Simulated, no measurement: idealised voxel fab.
process module | voxel transistor to metal
cross-section cut | 290 nm wide | cells 5 nm
A cross-section is a grid of square cells, given in bands from the top down. A band is one or more rows of cells.
Each band's line starts with the height of the band's top and of its bottom, in nm. Then come its materials from left to right, each with its width in nm. One material with "throughout" fills the band from edge to edge. "air" is empty space.
Height 0 is the level under which the wafer as received is all one material. The lowest band goes on downwards, as in "0 down".
A width such as "30 to 40" changes by the same amount from each row of cells to the next, from the band's top row to its bottom row.
"no change" after a step means that no cell of the cross-section changed.
closed voids: empty space of 8 cells or more with no open way to the top, each as width x height at its distance from the left edge, in nm
after a step's settings: what the simulator itself notes on the step
overlay nm, on a step with a mask: how far to the right of its planned place the mask lay; to the left if negative
plan
1 op RECEIVE | material Si
2 op OXIDIZE | depth nm 5
3 op CONFORMAL_DEP | material SiN | thk nm 10
4 op PATTERN | tone cover | mask id ACTIVE | material resist | width nm 100 | pitch nm 125 | thk nm 20 | overlay nm 0
5 op DIRECTIONAL_ETCH | etch materials SiN | depth nm 10
6 op DIRECTIONAL_ETCH | etch materials SiO2 | depth nm 5
7 op DIRECTIONAL_ETCH | etch materials Si | depth nm 20
8 op STRIP | etch materials resist
9 op FILL_DEP | material SiO2 | thk nm 15
10 op CMP | height nm 10
11 op SELECTIVE_ETCH | etch materials SiO2 | depth nm 10
12 op STRIP | etch materials SiN
13 op SELECTIVE_ETCH | etch materials SiO2 | depth nm 5
14 op OXIDIZE | depth nm 5
15 op DIRECTIONAL_DEP | material polySi | thk nm 25
16 op DIRECTIONAL_DEP | material SiCN | thk nm 10
17 op DIRECTIONAL_DEP | material aC | thk nm 15
18 op PATTERN | tone cover | mask id GATE | material resist | width nm 20 | pitch nm 125 | thk nm 35 | overlay nm 0
19 op DIRECTIONAL_ETCH | etch materials aC | depth nm 15
20 op STRIP | etch materials resist
21 op DIRECTIONAL_ETCH | etch materials SiCN | depth nm 20
22 op DIRECTIONAL_ETCH | etch materials polySi | depth nm 35
23 op STRIP | etch materials aC
24 op CONFORMAL_DEP | material SiN | thk nm 10
25 op DIRECTIONAL_ETCH | etch materials SiN | depth nm 10
26 op DIRECTIONAL_ETCH | etch materials SiO2 | depth nm 5
27 op EPI | material SiGe | thk nm 5
28 op FILL_DEP | material SiO2 | thk nm 5
29 op CMP | height nm 30
30 op DIRECTIONAL_DEP | material SiO2 | thk nm 15
31 op PATTERN | tone open | mask id CONTACT | material resist | width nm 25 | thk nm 15 | overlay nm -15
32 op DIRECTIONAL_ETCH | etch materials SiO2 | depth nm 50
33 op STRIP | etch materials resist
34 op CONFORMAL_DEP | material TiN | thk nm 5
35 op FILL_DEP | material W | thk nm 10
36 op CMP | height nm 45
37 op DIRECTIONAL_DEP | material TiN | thk nm 5
38 op DIRECTIONAL_DEP | material W | thk nm 20
39 op DIRECTIONAL_DEP | material aC | thk nm 15
40 op PATTERN | tone cover | mask id METAL_1 | material resist | width nm 15 | thk nm 30 | overlay nm 0
41 op DIRECTIONAL_ETCH | etch materials aC | depth nm 15
42 op STRIP | etch materials resist
43 op DIRECTIONAL_ETCH | etch materials W | depth nm 20
44 op DIRECTIONAL_ETCH | etch materials TiN | depth nm 5
45 op STRIP | etch materials aC
46 op CONFORMAL_DEP | material SiN | thk nm 5
47 op FILL_DEP | material SiO2 | thk nm 5
48 op CMP | height nm 70
49 op CONFORMAL_DEP | material SiN | thk nm 5
varied across the wafers: overlay nm of step 31. The plan shows the first wafer's value. All wafers start alike
first wafer as received, after step 1
  0 down: Si throughout
  closed voids: none
each wafer at the end: cells of each material gained (+) or lost (-) since it was received, then its closed voids
overlay nm -15 | -170 Si | +16 SiCN | +28 SiGe | +192 SiN | +560 SiO2 | +90 TiN | +114 W | +40 polySi | closed voids: none
overlay nm -10 | -170 Si | +16 SiCN | +28 SiGe | +192 SiN | +546 SiO2 | +104 TiN | +114 W | +40 polySi | closed voids: none
overlay nm -5 | -170 Si | +16 SiCN | +28 SiGe | +192 SiN | +532 SiO2 | +104 TiN | +128 W | +40 polySi | closed voids: none
overlay nm 0 | -170 Si | +16 SiCN | +28 SiGe | +192 SiN | +532 SiO2 | +104 TiN | +128 W | +40 polySi | closed voids: none
overlay nm 5 | -170 Si | +16 SiCN | +28 SiGe | +192 SiN | +532 SiO2 | +104 TiN | +128 W | +40 polySi | closed voids: none
overlay nm 10 | -170 Si | +16 SiCN | +28 SiGe | +192 SiN | +546 SiO2 | +104 TiN | +114 W | +40 polySi | closed voids: none
overlay nm 15 | -170 Si | +16 SiCN | +28 SiGe | +192 SiN | +560 SiO2 | +90 TiN | +114 W | +40 polySi | closed voids: none
